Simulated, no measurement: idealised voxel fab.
Name of the process module below: voxel gate over fins
The cross-section on display is named cut; it measures 180 nm wide, and its cells are 5 nm squares.
Bands, listed from the top down, are how a cross-section gets written in this document; the cross-section itself is a grid of square cells, and a band is one or more rows of them.
Top, bottom (nm), then materials left to right with widths (nm); lone material tagged "throughout" fills the whole band edge to edge; "air" = empty space.
For the purposes of this specification, 0 denotes the height below which the wafer in its as-received condition is composed wholly of one material, and the lowermost band, lacking a lower limit, extends downward without end, as expressed in "0 -> down".
Width spec "30->40" -> top row of cells at first value, bottom row at second value, equal per-row change in between.
Where the words "same as before" appear for a step, the cross-section shows no cell changed by that step; every cell remained as before.
"Internal closed voids": empty spaces of 8 cells or more with no open way to the top, each given as width x height at distance, distance from the left edge, all in nm.
Post-settings text on a step line: simulator's own remark regarding the step.
Steps that use a mask can have "overlay nm" on their line. It says how far the mask sat to the right of where it was meant to be. Negative means to the left.
# The process steps that were planned are listed below
1. RECEIVE (material Si)
2. CONFORMAL_DEP (material SiN; thk nm 10)
3. PATTERN (tone cover; mask id FINS; material resist; width nm 15; pitch nm 35; thk nm 20; overlay nm 0)
4. DIRECTIONAL_ETCH (etch materials SiN; depth nm 10)
5. DIRECTIONAL_ETCH (etch materials Si; depth nm 35)
6. STRIP (etch materials resist)
7. OXIDIZE (depth nm 5)
8. FILL_DEP (material SiO2; thk nm 5)
9. CMP (height nm 10)
10. SELECTIVE_ETCH (etch materials SiO2; depth nm 25)
11. STRIP (etch materials SiN)
12. CONFORMAL_DEP (material HfO2; thk nm 5)
13. CONFORMAL_DEP (material TiN; thk nm 5)
14. FILL_DEP (material W; thk nm 10)
15. CMP (height nm 15)
16. CONFORMAL_DEP (material SiN; thk nm 5)
# Cross-section of the wafer at receipt, which is the condition after step 1
> 0 -> down = Si throughout
> Internal closed voids: none
# One mistake in running the module, otherwise start and plan as above: cross-section at the end
> 20 -> 15 = SiN throughout
> 15 -> 10 = W throughout
> 10 -> 5 = 35 TiN  5 W  30 TiN  5 W  30 TiN  5 W  30 TiN  5 W  35 TiN
> 5 -> 0 = 30 HfO2  5 TiN  5 W  5 TiN  20 HfO2  5 TiN  5 W  5 TiN  20 HfO2  5 TiN  5 W  5 TiN  20 HfO2  5 TiN  5 W  5 TiN  30 HfO2
> 0 -> -5 = 25 Si  5 HfO2  5 TiN  5 W  5 TiN  5 HfO2  10 Si  5 HfO2  5 TiN  5 W  5 TiN  5 HfO2  10 Si  5 HfO2  5 TiN  5 W  5 TiN  5 HfO2  10 Si  5 HfO2  5 TiN  5 W  5 TiN  5 HfO2  25 Si
> -5 -> -10 = 25 Si  5 HfO2  15 TiN  5 HfO2  10 Si  5 HfO2  15 TiN  5 HfO2  10 Si  5 HfO2  15 TiN  5 HfO2  10 Si  5 HfO2  15 TiN  5 HfO2  25 Si
> -10 -> -15 = 25 Si  25 HfO2  10 Si  25 HfO2  10 Si  25 HfO2  10 Si  25 HfO2  25 Si
> -15 -> -40 = 25 Si  25 SiO2  10 Si  25 SiO2  10 Si  25 SiO2  10 Si  25 SiO2  25 Si
> -40 -> down = Si throughout
> Internal closed voids: none
What went wrong in running the wafer? off-plan run, step 3, actual operation and settings PATTERN (tone open; mask id FINS; material resist; width nm 15; pitch nm 35; thk nm 20; overlay nm 0)
